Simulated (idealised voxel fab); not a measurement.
Presented below is a process module, voxel transistor to metal.
Xsec cut, 185 nm wide, square cell size 5 nm.
Think of the cross-section as a grid of square cells. We describe it in bands, top to bottom, and each band covers one or more rows of those cells. First you get the band's top height and its bottom height, in nm, and then the materials it's made of, left to right, with each width in nm. If you see a single material with "throughout", that one covers the band edge to edge. "blank" is empty space. It should be noted that heights are counted from 0, beneath which the wafer as supplied is of one material throughout, and that the lowest band possesses no lower boundary but continues downward, as written in "0 -> down". A width such as "30..40" changes by the same amount from each row of cells to the next, from the band's top row to its bottom row. You'll sometimes find "nothing was modified" written for a step, and that's the way of saying that nowhere in the cross-section did a cell change during that step. "Fully sealed voids" enumerates empty spaces isolated from the top, with no open way to it, that contain at least 8 cells, giving each as width x height at distance from the left edge, all three in nm. Past the settings on a step's line: simulator remark, on that step. overlay nm, on a step with a mask: how far to the right of its planned place the mask lay; to the left if negative.
PLAN
1,RECEIVE, material Si
2,OXIDIZE, depth nm 5
3,CONFORMAL_DEP, material SiN, thk nm 10
4,DIRECTIONAL_DEP, material aC, thk nm 15
5,PATTERN, tone cover, mask id ACTIVE, material resist, width nm 110, thk nm 30, overlay nm 0
6,DIRECTIONAL_ETCH, etch materials aC, depth nm 15
7,STRIP, etch materials resist
8,DIRECTIONAL_ETCH, etch materials SiN, depth nm 10
9,DIRECTIONAL_ETCH, etch materials SiO2, depth nm 5
10,DIRECTIONAL_ETCH, etch materials Si, depth nm 30
11,STRIP, etch materials aC
12,FILL_DEP, material SiO2, thk nm 15
13,CMP, height nm 10
14,SELECTIVE_ETCH, etch materials SiO2, depth nm 10
15,STRIP, etch materials SiN
16,SELECTIVE_ETCH, etch materials SiO2, depth nm 5
17,OXIDIZE, depth nm 5
18,DIRECTIONAL_DEP, material polySi, thk nm 20
19,DIRECTIONAL_DEP, material SiCN, thk nm 10
20,MASKED_ETCH, tone cover, mask id GATE, width nm 30, etch materials SiCN, depth nm 20, overlay nm 0
21,MASKED_ETCH, tone cover, mask id GATE, width nm 30, etch materials polySi, depth nm 30, overlay nm 0
22,CONFORMAL_DEP, material SiO2, thk nm 5
23,DIRECTIONAL_ETCH, etch materials SiO2, depth nm 5
24,CONFORMAL_DEP, material SiN, thk nm 5
25,DIRECTIONAL_ETCH, etch materials SiN, depth nm 5
26,DIRECTIONAL_ETCH, etch materials SiO2, depth nm 5
27,DIRECTIONAL_ETCH, etch materials Si, depth nm 10
28,EPI, material nSi, thk nm 15
29,FILL_DEP, material SiO2, thk nm 5
30,CMP, height nm 15
31,STRIP, etch materials polySi
32,SELECTIVE_ETCH, etch materials SiO2, depth nm 5
33,CONFORMAL_DEP, material HfO2, thk nm 5
34,CONFORMAL_DEP, material TiN, thk nm 5
35,FILL_DEP, material W, thk nm 10
36,CMP, height nm 10
37,DIRECTIONAL_DEP, material SiO2, thk nm 10
38,DIRECTIONAL_DEP, material aC, thk nm 10
39,PATTERN, tone open, mask id CONTACT, material resist, width nm 15, pitch nm 75, thk nm 30, overlay nm 0
40,DIRECTIONAL_ETCH, etch materials aC, depth nm 10
41,STRIP, etch materials resist
42,DIRECTIONAL_ETCH, etch materials SiO2, depth nm 25
43,STRIP, etch materials aC
44,CONFORMAL_DEP, material TiN, thk nm 5
45,FILL_DEP, material Ru, thk nm 10
46,CMP, height nm 20
47,CONFORMAL_DEP, material SiN, thk nm 5
48,DIRECTIONAL_DEP, material lowk, thk nm 25
49,MASKED_ETCH, tone open, mask id METAL_1, width nm 15, pitch nm 75, etch materials lowk, depth nm 25, overlay nm 0
50,MASKED_ETCH, tone open, mask id METAL_1, width nm 15, pitch nm 75, etch materials SiN, depth nm 5, overlay nm 0
51,CONFORMAL_DEP, material TiN, thk nm 5
52,FILL_DEP, material Ru, thk nm 10
53,CMP, height nm 50
54,EPI, material Ru, thk nm 5
55,FILL_DEP, material SiCN, thk nm 5
56,DIRECTIONAL_DEP, material lowk, thk nm 30
57,PATTERN, tone open, mask id METAL_2, material resist, width nm 15, pitch nm 75, thk nm 15, overlay nm 0
58,DIRECTIONAL_ETCH, etch materials lowk, depth nm 20
59,STRIP, etch materials resist
60,MASKED_ETCH, tone open, mask id METAL_2_HOLES, width nm 15, pitch nm 75, etch materials lowk, depth nm 10, overlay nm 0
61,MASKED_ETCH, tone open, mask id METAL_2_HOLES, width nm 15, pitch nm 75, etch materials SiCN, depth nm 5, overlay nm 0
62,CONFORMAL_DEP, material TiN, thk nm 5
63,FILL_DEP, material Cu, thk nm 10
64,CMP, height nm 90
65,CONFORMAL_DEP, material SiN, thk nm 5
INCOMING WAFER IN CROSS-SECTION (STATE: AFTER STEP 1)
* 0 -> down: Si throughout
* Fully sealed voids: none
MODULE COMPLETE, CROSS-SECTION. STARTING POINT AND PLAN PER ABOVE. ONE MISTAKE MADE IN RUNNING THE MODULE
* 95 -> 90: SiN throughout
* 90 -> 65: lowk 45 | TiN 5 | Cu 5 | TiN 5 | lowk 60 | TiN 5 | Cu 5 | TiN 5 | lowk 50
* 65 -> 60: lowk 45 | TiN 15 | lowk 60 | TiN 15 | lowk 50
* 60 -> 55: SiCN 45 | TiN 10 | SiCN 65 | TiN 10 | SiCN 55
* 55 -> 50: SiCN 40 | Ru 25 | SiCN 50 | Ru 25 | SiCN 45
* 50 -> 25: lowk 45 | TiN 5 | Ru 5 | TiN 5 | lowk 60 | TiN 5 | Ru 5 | TiN 5 | lowk 50
* 25 -> 20: SiN 45 | TiN 15 | SiN 60 | TiN 15 | SiN 50
* 20 -> 10: SiO2 45 | TiN 5 | Ru 5 | TiN 5 | SiO2 60 | TiN 5 | Ru 5 | TiN 5 | SiO2 50
* 10 -> 5: SiO2 45 | TiN 15 | SiO2 5 | SiN 5 | HfO2 5 | TiN 5 | W 20 | TiN 5 | HfO2 5 | SiN 5 | SiO2 5 | TiN 15 | SiO2 50
* 5 -> 0: SiO2 45 | TiN 5 | nSi 15 | SiN 5 | HfO2 5 | TiN 5 | W 20 | TiN 5 | HfO2 5 | SiN 5 | nSi 15 | TiN 5 | SiO2 50
* 0 -> -5: SiO2 45 | TiN 5 | nSi 15 | SiN 5 | HfO2 5 | TiN 30 | HfO2 5 | SiN 5 | nSi 15 | TiN 5 | SiO2 50
* -5 -> -10: SiO2 30 | nSi 35 | SiO2 5 | HfO2 40 | SiO2 5 | nSi 35 | SiO2 35
* -10 -> -20: SiO2 35 | nSi 30 | Si 50 | nSi 30 | SiO2 40
* -20 -> -35: SiO2 35 | Si 110 | SiO2 40
* -35 -> down: Si throughout
* Fully sealed voids: none
Misprocessing identified: step 61 did not happen as planned, as run it was MASKED_ETCH, tone open, mask id METAL_2_HOLES, width nm 15, pitch nm 75, etch materials SiCN, depth nm 5, overlay nm -5
